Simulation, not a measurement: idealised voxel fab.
process module | voxel gate over fins
cross-section cut | 205 nm wide | cells 5 nm
A cross-section is a grid of square cells, given in bands from the top down. A band is one or more rows of cells.
Each band's line starts with the height of the band's top and of its bottom, in nm. Then come its materials from left to right, each with its width in nm. One material with "throughout" fills the band from edge to edge. "air" is empty space.
Height 0 is the level under which the wafer as received is all one material. The lowest band goes on downwards, as in "0 down".
A width such as "30 to 40" changes by the same amount from each row of cells to the next, from the band's top row to its bottom row.
"no change" after a step means that no cell of the cross-section changed.
closed voids: empty space of 8 cells or more with no open way to the top, each as width x height at its distance from the left edge, in nm
after a step's settings: what the simulator itself notes on the step
overlay nm, on a step with a mask: how far to the right of its planned place the mask lay; to the left if negative
plan
1 op RECEIVE | material Si
2 op CONFORMAL_DEP | material SiN | thk nm 10
3 op PATTERN | tone cover | mask id FINS | material resist | width nm 15 | pitch nm 45 | thk nm 20 | overlay nm 0
4 op DIRECTIONAL_ETCH | etch materials SiN | depth nm 10
5 op DIRECTIONAL_ETCH | etch materials Si | depth nm 35
6 op STRIP | etch materials resist
7 op FILL_DEP | material SiO2 | thk nm 10
8 op CMP | height nm 10
9 op SELECTIVE_ETCH | etch materials SiO2 | depth nm 20
10 op STRIP | etch materials SiN
11 op CONFORMAL_DEP | material HfO2 | thk nm 5
12 op CONFORMAL_DEP | material TiN | thk nm 5
13 op FILL_DEP | material W | thk nm 15
14 op CMP | height nm 20
15 op CONFORMAL_DEP | material SiCN | thk nm 10
as received, after step 1
  0 down: Si throughout
  closed voids: none
first wafer at the end, as planned
  30 to 20: SiCN throughout
  20 to 10: W throughout
  10 to 5: W 15 | TiN 35 | W 10 | TiN 35 | W 10 | TiN 35 | W 10 | TiN 35 | W 20
  5 to 0: W 15 | TiN 5 | HfO2 25 | TiN 5 | W 10 | TiN 5 | HfO2 25 | TiN 5 | W 10 | TiN 5 | HfO2 25 | TiN 5 | W 10 | TiN 5 | HfO2 25 | TiN 5 | W 20
  0 to -5: TiN 20 | HfO2 5 | Si 15 | HfO2 5 | TiN 20 | HfO2 5 | Si 15 | HfO2 5 | TiN 20 | HfO2 5 | Si 15 | HfO2 5 | TiN 20 | HfO2 5 | Si 15 | HfO2 5 | TiN 25
  -5 to -10: HfO2 25 | Si 15 | HfO2 30 | Si 15 | HfO2 30 | Si 15 | HfO2 30 | Si 15 | HfO2 30
  -10 to -35: SiO2 25 | Si 15 | SiO2 30 | Si 15 | SiO2 30 | Si 15 | SiO2 30 | Si 15 | SiO2 30
  -35 down: Si throughout
  closed voids: none
second wafer at the end: like start, like plan, one mistake
  30 to 20: SiCN throughout
  20 to 10: W throughout
  10 to 5: TiN throughout
  5 to 0: HfO2 30 | TiN 5 | HfO2 40 | TiN 5 | HfO2 40 | TiN 5 | HfO2 40 | TiN 5 | HfO2 35
  0 to -5: Si 25 | HfO2 5 | TiN 5 | HfO2 5 | Si 30 | HfO2 5 | TiN 5 | HfO2 5 | Si 30 | HfO2 5 | TiN 5 | HfO2 5 | Si 30 | HfO2 5 | TiN 5 | HfO2 5 | Si 30
  -5 to -10: Si 25 | HfO2 15 | Si 30 | HfO2 15 | Si 30 | HfO2 15 | Si 30 | HfO2 15 | Si 30
  -10 to -35: Si 25 | SiO2 15 | Si 30 | SiO2 15 | Si 30 | SiO2 15 | Si 30 | SiO2 15 | Si 30
  -35 down: Si throughout
  closed voids: none
what went wrong: step 3 ran as: op PATTERN | tone open | mask id FINS | material resist | width nm 15 | pitch nm 45 | thk nm 20 | overlay nm 0
at the end the second wafer has, in cells: 119 more of Si | 85 fewer of SiO2 | 8 fewer of TiN | 26 fewer of W
